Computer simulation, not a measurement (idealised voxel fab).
Module name: voxel trench capacitor (process module)
Cross-sectional view cut (width: 280 nm; square cell size: 5 nm).
Reading order for cross-sections: top band down to bottom band. Underlying form: a grid of square cells. Band size: one or more rows of cells. Band: top height; bottom height; in nm. Then, left to right: material with width in nm, for each material. "all across": a single material spanning edge to edge. "air": empty space. Heights are measured from 0, the level below which the as-received wafer is all one material; the lowest band has no bottom and continues downward, written as in "0 -> down". Width: "30->40" (first number = top row, second number = bottom row, same change from row to row of cells). Step marked "no alterations made"? Then no cell in the cross-section changed in it. "Voids, fully enclosed" contains a list of empty spaces, each no smaller than 8 cells and without an open way to the top, written in the form width x height at distance with the distance from the left edge and all three in nm. What comes after the settings on a step's line is commentary from the simulator itself on that step. Regarding "overlay nm": on a step with a mask, it is the distance the mask lay to the right of its planned place; a negative value places it to the left.

-- Planned process steps
- 1: RECEIVE: material Si
- 2: CONFORMAL_DEP: material SiN, thk nm 10
- 3: DIRECTIONAL_DEP: material aC, thk nm 15
- 4: PATTERN: tone open, mask id TRENCH, material resist, width nm 30, pitch nm 45, thk nm 35, overlay nm -15
- 5: DIRECTIONAL_ETCH: etch materials aC, depth nm 15
- 6: STRIP: etch materials resist
- 7: DIRECTIONAL_ETCH: etch materials SiN, depth nm 10
- 8: DIRECTIONAL_ETCH: etch materials Si, depth nm 30
- 9: STRIP: etch materials aC
- 10: CONFORMAL_DEP: material HfO2, thk nm 5
- 11: CONFORMAL_DEP: material TiN, thk nm 5
- 12: FILL_DEP: material W, thk nm 10
- 13: CMP: height nm 10
For clarity, it should be stated that the wafers under discussion commence in an identical condition and differ with respect to the overlay nm of step 4, the plan indicating the value that the first wafer had.

-- Sectional view: first of several wafers, as received, after step 1
0 -> down  Si all across
Voids, fully enclosed: none

-- each wafer at the end: cells of each material gained (+) or lost (-) since it was received, then its closed voids
overlay nm -15 | +40 HfO2 | -72 Si | +88 SiN | +32 TiN | +24 W | Voids, fully enclosed: none
overlay nm -10 | +40 HfO2 | -72 Si | +88 SiN | +32 TiN | +24 W | Voids, fully enclosed: none
overlay nm -5 | +40 HfO2 | -72 Si | +88 SiN | +32 TiN | +24 W | Voids, fully enclosed: none
overlay nm 0 | +40 HfO2 | -72 Si | +88 SiN | +32 TiN | +24 W | Voids, fully enclosed: none
overlay nm 5 | +40 HfO2 | -72 Si | +88 SiN | +32 TiN | +24 W | Voids, fully enclosed: none
overlay nm 10 | +40 HfO2 | -72 Si | +88 SiN | +32 TiN | +24 W | Voids, fully enclosed: none
overlay nm 15 | +40 HfO2 | -72 Si | +88 SiN | +32 TiN | +24 W | Voids, fully enclosed: none
